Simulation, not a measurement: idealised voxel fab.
The process module that follows is named voxel transistor to metal.
In the cross-section labelled cut, the width is 160 nm and each square cell is 5 nm.
Reading order for cross-sections: top band down to bottom band. Underlying form: a grid of square cells. Band size: one or more rows of cells. In this notation a band is specified by the heights of its top and bottom, in that order and in nm, after which its materials appear from left to right, each paired with its width in nm. The word "all across" attached to a single material means that material fills the band from edge to edge; the word "blank" stands for empty space. Height is counted from the level 0, under which the received wafer is composed throughout of one material. The lowest of the bands is not closed at the bottom but continues downward, in the notation "from 0 down". The two numbers in a width such as "30..40" mark its ends across the band: the first belongs to the top row of cells, the second to the bottom row, and from each row to the next the width moves by the same amount. "no modification" -> step changed no cross-section cell. The entry titled "Closed empty spaces" provides the empty spaces that have no open way to the top, restricted to those of 8 cells or more. Each is presented as width x height at distance, the distance being measured from the left edge, with all three in nm. Whatever follows a step's settings on its line is a remark the simulator itself makes about that step. Steps that use a mask can have "overlay nm" on their line. It says how far the mask sat to the right of where it was meant to be. Negative means to the left. Reading guide: pairs of cross-sections, before and after one process step; after view cut off at lowest changed band; step and settings listed under each pair. Pairs may stem from different runs of this module on the same starting wafer; continuity with the pair above only where the "Before-step section" entry states it.

Before-step section:
from 55 to 50 = 25 of blank; 30 of SiCN; 50 of blank; 30 of SiCN; 25 of blank
from 50 to 25 = 25 of blank; 5 of SiCN; 20 of W; 5 of SiCN; 50 of blank; 5 of SiCN; 20 of W; 5 of SiCN; 25 of blank
from 25 to 20 = 30 of SiCN; 20 of TiN; 60 of SiCN; 20 of TiN; 30 of SiCN
from 20 to 15 = 30 of SiO2; 5 of TiN; 10 of W; 5 of TiN; 60 of SiO2; 5 of TiN; 10 of W; 5 of TiN; 30 of SiO2
from 15 to 10 = 30 of SiO2; 20 of TiN; 60 of SiO2; 20 of TiN; 30 of SiO2
from 10 to 5 = 60 of W; 5 of TiN; 5 of HfO2; 20 of SiN; 5 of HfO2; 5 of TiN; 60 of W
from 5 to 0 = 25 of TiN; 35 of W; 5 of TiN; 5 of HfO2; 20 of SiN; 5 of HfO2; 5 of TiN; 35 of W; 25 of TiN
from 0 to -5 = 20 of HfO2; 45 of TiN; 5 of HfO2; 20 of SiN; 5 of HfO2; 45 of TiN; 20 of HfO2
from -5 to -10 = 15 of SiO2; 55 of HfO2; 20 of SiO2; 55 of HfO2; 15 of SiO2
from -10 to -30 = 25 of SiO2; 110 of Si; 25 of SiO2
from -30 down = Si all across
Closed empty spaces: none

Post-Step Appearance:
from 65 to 55 = lowk all across
from 55 to 50 = 25 of lowk; 30 of SiCN; 50 of lowk; 30 of SiCN; 25 of lowk
from 50 to 25 = 25 of lowk; 5 of SiCN; 20 of W; 5 of SiCN; 50 of lowk; 5 of SiCN; 20 of W; 5 of SiCN; 25 of lowk
Under the height 25 nothing was changed.
Closed empty spaces: none
Looking at the two cross-sections above, the step in the middle is FILL_DEP | material lowk | thk nm 10

Before-step section: Please consult the pair immediately above; the cross-section it shows after its step is the state before this step.

Post-Step Appearance:
from 50 to 25 = 25 of lowk; 5 of SiCN; 20 of W; 5 of SiCN; 50 of lowk; 5 of SiCN; 20 of W; 5 of SiCN; 25 of lowk
Under the height 25 nothing was changed.
Closed empty spaces: none
Looking at the two cross-sections above, the step in the middle is CMP | height nm 50

Before-step section: Please consult the pair immediately above; the cross-section it shows after its step is the state before this step.

Post-Step Appearance:
from 55 to 50 = SiCN all across
Under the height 50 nothing was changed.
Closed empty spaces: none
Looking at the two cross-sections above, the step in the middle is CONFORMAL_DEP | material SiCN | thk nm 5
